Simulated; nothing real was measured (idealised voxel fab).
process module | voxel self aligned vias
This is section cut - it's 290 nm across, gridded in 5 nm square cells.
This document writes a cross-section as a grid whose cells are square, and gives it as bands, listed from the top down; one or more rows of cells form a band.
Band: top height; bottom height; in nm. Then, left to right: material with width in nm, for each material. "edge to edge": a single material spanning edge to edge. "blank": empty space.
The reference from which all heights are counted is 0, the level beneath which the as-received wafer is entirely one material; the lowest band, having no lower bound, proceeds downward and is written after the example "top 0, no bottom".
When a width is written as two numbers, as in "30 to 40", the first number is the width in the top row of cells of the band and the second is the width in its bottom row, and the width changes by the same amount from each row to the next.
When a step is marked "no alterations made", none of the cells in the cross-section changed during that step.
What "Closed cavities" gives you is every empty space of 8 cells or more that is cut off from the top. Each appears as width x height at distance, with the distance taken from the left edge and width, height and distance all in nm.
Formally, on a step line, whatever follows the settings is a remark that the simulator itself makes on the step.
A step line may carry the setting "overlay nm", which, for steps involving a mask, states the distance by which the mask lay to the right of its intended position; negative values denote displacement to the left.
-- Steps planned for the process
1) RECEIVE, material Si
2) CONFORMAL_DEP, material SiO2, thk nm 10
3) CONFORMAL_DEP, material SiCN, thk nm 5
4) DIRECTIONAL_DEP, material lowk, thk nm 25
5) MASKED_ETCH, tone open, mask id LINES, width nm 25, pitch nm 65, etch materials lowk, depth nm 25, overlay nm 0
6) CONFORMAL_DEP, material TiN, thk nm 5
7) FILL_DEP, material Ru, thk nm 5
8) CMP, height nm 40
9) SELECTIVE_ETCH, etch materials W Ru TiN, depth nm 10
10) FILL_DEP, material SiN, thk nm 10
11) CMP, height nm 40
12) DIRECTIONAL_DEP, material lowk, thk nm 20
13) MASKED_ETCH, tone open, mask id VIAS, width nm 45, etch materials lowk, depth nm 20, overlay nm 0
14) MASKED_ETCH, tone open, mask id VIAS, width nm 45, etch materials SiN, depth nm 10, overlay nm 0
15) CONFORMAL_DEP, material TiN, thk nm 5
16) FILL_DEP, material Ru, thk nm 10
17) CMP, height nm 60
18) CONFORMAL_DEP, material SiCN, thk nm 5
-- Wafer as received: cross-section following step 1
- top 0, no bottom | Si edge to edge
- Closed cavities: none
-- Starting wafer: above. Plan: above. Run: one mistake. Cross-section after the module: below
- top 65, bottom 60 | SiCN edge to edge
- top 60, bottom 45 | lowk 90 | TiN 5 | Ru 35 | TiN 5 | lowk 155
- top 45, bottom 40 | lowk 90 | TiN 45 | lowk 155
- top 40, bottom 35 | SiCN edge to edge
- top 35, bottom 10 | lowk edge to edge
- top 10, bottom 0 | SiO2 edge to edge
- top 0, no bottom | Si edge to edge
- Closed cavities: none
Short version of what went wrong: so 3 and 4 got swapped relative to the plan, each ran where the other was supposed to
